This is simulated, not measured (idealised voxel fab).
voxel capacitor over wiring: a process module
It is cross-section cut that appears here, measuring 270 nm in width, its square cells being 5 nm in size.
Each cross-section below is a grid of square cells, stated as bands in top-down order, with one or more rows of cells making up each band. What a band's entry tells you: where the top is and where the bottom is, as heights in nm, and after that what lies inside, material by material from left to right, each with its width in nm. Empty space is written as the word "empty", and a single material marked with the word "edge to edge" occupies the band from edge to edge. Height 0 is the level under which the wafer as received is all one material. The lowest band goes on downwards, as in "z 0 and below". So if you see something like "30->40" for the width, read it as the top row of the band sitting at the first number and the bottom row at the second, with every row in between moving by the same amount as the last. Step note "remained the same" = no cross-section cell changed. "Sealed voids" means: voids of 8 cells or more that are shut off from the top with no open way through. Written width x height at distance, distance from the left edge, in nm. On a step's line, text after the settings is the simulator commenting on that step. A step line may carry the setting "overlay nm", which, for steps involving a mask, states the distance by which the mask lay to the right of its intended position; negative values denote displacement to the left.

-- The steps planned for the process are as follows
1. RECEIVE | material Si
2. CONFORMAL_DEP | material SiO2 | thk nm 10
3. DIRECTIONAL_DEP | material TiN | thk nm 5
4. DIRECTIONAL_DEP | material W | thk nm 15
5. MASKED_ETCH | tone cover | mask id METAL_1 | width nm 25 | pitch nm 95 | etch materials W | depth nm 15 | overlay nm 0
6. MASKED_ETCH | tone cover | mask id METAL_1 | width nm 25 | pitch nm 95 | etch materials TiN | depth nm 5 | overlay nm 0
7. CONFORMAL_DEP | material SiCN | thk nm 5
8. FILL_DEP | material lowk | thk nm 10
9. CMP | height nm 30
10. CONFORMAL_DEP | material SiCN | thk nm 5
11. DIRECTIONAL_DEP | material SiO2 | thk nm 10
12. DIRECTIONAL_DEP | material aC | thk nm 15
13. PATTERN | tone open | mask id PLUG_1 | material resist | width nm 15 | thk nm 30 | overlay nm 0
14. DIRECTIONAL_ETCH | etch materials aC | depth nm 15
15. STRIP | etch materials resist
16. DIRECTIONAL_ETCH | etch materials SiO2 | depth nm 10
17. DIRECTIONAL_ETCH | etch materials SiCN | depth nm 5
18. STRIP | etch materials aC
19. EPI | material Ru | thk nm 10
20. EPI | material Ru | thk nm 5
21. DIRECTIONAL_DEP | material TiN | thk nm 10
22. DIRECTIONAL_DEP | material HfO2 | thk nm 5
23. DIRECTIONAL_DEP | material TiN | thk nm 5
24. MASKED_ETCH | tone cover | mask id UPPER_PLATE | width nm 75 | etch materials TiN | depth nm 5 | overlay nm 0
25. MASKED_ETCH | tone cover | mask id UPPER_PLATE | width nm 75 | etch materials HfO2 | depth nm 5 | overlay nm 0
26. DIRECTIONAL_DEP | material aC | thk nm 10
27. PATTERN | tone cover | mask id LOWER_PLATE | material resist | width nm 85 | thk nm 25 | overlay nm 0
28. DIRECTIONAL_ETCH | etch materials aC | depth nm 10
29. STRIP | etch materials resist
30. DIRECTIONAL_ETCH | etch materials TiN | depth nm 10
31. STRIP | etch materials aC
32. FILL_DEP | material SiO2 | thk nm 20
33. CMP | height nm 80
34. PATTERN | tone open | mask id PLUG_2 | material resist | width nm 15 | thk nm 20 | overlay nm 0
35. DIRECTIONAL_ETCH | etch materials SiO2 | depth nm 15
36. STRIP | etch materials resist
37. CONFORMAL_DEP | material TiN | thk nm 5
38. FILL_DEP | material W | thk nm 10
39. CMP | height nm 80
40. CONFORMAL_DEP | material SiN | thk nm 5

-- Cross-section of the wafer at receipt, which is the condition after step 1
* z 0 and below | Si edge to edge
* Sealed voids: none

-- Starting wafer: above. Plan: above. Run: one mistake. Cross-section after the module: below
* z 85 to 80 | SiN edge to edge
* z 80 to 70 | SiO2 (95), TiN (5), W (5), TiN (5), SiO2 (160)
* z 70 to 65 | SiO2 (95), TiN (15), SiO2 (160)
* z 65 to 60 | SiO2 edge to edge
* z 60 to 55 | SiO2 (85), TiN (75), SiO2 (110)
* z 55 to 50 | SiO2 (85), HfO2 (75), SiO2 (110)
* z 50 to 40 | SiO2 (80), TiN (85), SiO2 (105)
* z 40 to 30 | SiO2 (85), Ru (15), SiO2 (170)
* z 30 to 25 | SiCN (85), Ru (15), SiCN (170)
* z 25 to 15 | lowk (70), SiCN (5), W (25), SiCN (5), lowk (60), SiCN (5), W (25), SiCN (5), lowk (70)
* z 15 to 10 | SiCN (75), TiN (25), SiCN (70), TiN (25), SiCN (75)
* z 10 to 0 | SiO2 edge to edge
* z 0 and below | Si edge to edge
* Sealed voids: none
What was the processing mistake? step 9 did not happen as planned, as run it was CMP | height nm 25
